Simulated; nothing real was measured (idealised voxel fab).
The document below concerns the process module designated voxel self aligned contacts.
Each square cell in cross-section cut measures 5 nm, and the section as a whole is 240 nm wide.
Cross-section layout: square cells on a grid; listed as bands, top to bottom; a band spans one or more cell rows.
Per band: top height and bottom height in nm, followed by the left-to-right materials and their widths in nm; "full width" marks a single material spanning edge to edge, "air" marks empty space.
Basically, 0 is our baseline, since under it the wafer straight out of the box is all one material. The bottom band has no lower end and keeps on going down, so it looks like "0 -> down".
Top row gets the first number, bottom row gets the second, and each row in between changes by the same step: that is how a band width like "30 to 40" works.
A step reported as "no modifications" is a step in which no cell of the cross-section changed.
"Sealed void listing" enumerates empty spaces isolated from the top, with no open way to it, that contain at least 8 cells, giving each as width x height at distance from the left edge, all three in nm.
Text after the settings on a step's line: the simulator's own remark on that step.
When a step includes a mask, the "overlay nm" setting on its line states how far to the right of its planned place that mask lay, and negative values state how far to the left.

Planned process steps:
1) RECEIVE,material Si
2) OXIDIZE,depth nm 5
3) DIRECTIONAL_DEP,material polySi,thk nm 30
4) DIRECTIONAL_DEP,material SiN,thk nm 15
5) MASKED_ETCH,tone cover,mask id GATE,width nm 30,pitch nm 60,etch materials SiN,depth nm 15,overlay nm 0
6) MASKED_ETCH,tone cover,mask id GATE,width nm 30,pitch nm 60,etch materials polySi,depth nm 30,overlay nm 0
7) CONFORMAL_DEP,material SiN,thk nm 5
8) DIRECTIONAL_ETCH,etch materials SiN,depth nm 5
9) FILL_DEP,material SiO2,thk nm 20
10) CMP,height nm 55
11) DIRECTIONAL_DEP,material aC,thk nm 15
12) PATTERN,tone open,mask id CONTACT,material resist,width nm 40,thk nm 30,overlay nm 0
13) DIRECTIONAL_ETCH,etch materials aC,depth nm 15
14) STRIP,etch materials resist
15) DIRECTIONAL_ETCH,etch materials SiO2,depth nm 60
16) STRIP,etch materials aC
17) CONFORMAL_DEP,material TiN,thk nm 5
18) FILL_DEP,material Ru,thk nm 5
19) CMP,height nm 55
20) CONFORMAL_DEP,material SiCN,thk nm 5

So this is the incoming wafer in cross-section - it's already been through step 1:
  0 -> down | Si full width
  Sealed void listing: none

Looking at the first of two wafers in cross-section at end of module - ran to plan:
  60 -> 55 | SiCN full width
  55 -> 45 | 100 of SiO2 / 5 to 15 of TiN / 30 to 10 of Ru / 5 to 15 of TiN / 100 of SiO2
  45 -> 30 | 70 of SiO2 / 40 of SiN / 5 of TiN / 10 of Ru / 5 of TiN / 40 of SiN / 70 of SiO2
  30 -> 0 | 70 of SiO2 / 5 of SiN / 30 of polySi / 5 of SiN / 5 of TiN / 10 of Ru / 5 of TiN / 5 of SiN / 30 of polySi / 5 of SiN / 70 of SiO2
  0 -> -5 | 110 of SiO2 / 20 of TiN / 110 of SiO2
  -5 -> down | Si full width
  Sealed void listing: none

Second wafer cross-section at end of module - shared start and plan with the first, one mistake in the run:
  60 -> 55 | SiCN full width
  55 -> 45 | 100 of SiO2 / 5 to 10 of TiN / 30 to 20 of Ru / 5 to 10 of TiN / 100 of SiO2
  45 -> 30 | 75 of SiO2 / 30 of SiN / 5 of TiN / 20 of Ru / 5 of TiN / 30 of SiN / 75 of SiO2
  30 -> 0 | 75 of SiO2 / 30 of polySi / 5 of TiN / 20 of Ru / 5 of TiN / 30 of polySi / 75 of SiO2
  0 -> -5 | 105 of SiO2 / 30 of TiN / 105 of SiO2
  -5 -> down | Si full width
  Sealed void listing: none
Nonconformance to the process plan: step 7: run off-plan, actual operation and settings CONFORMAL_DEP,material SiO2,thk nm 5
Once processing is complete, comparing cell counts shows that the second wafer has more or fewer of certain materials than the first: +20 Ru; -36 SiN; +16 SiO2
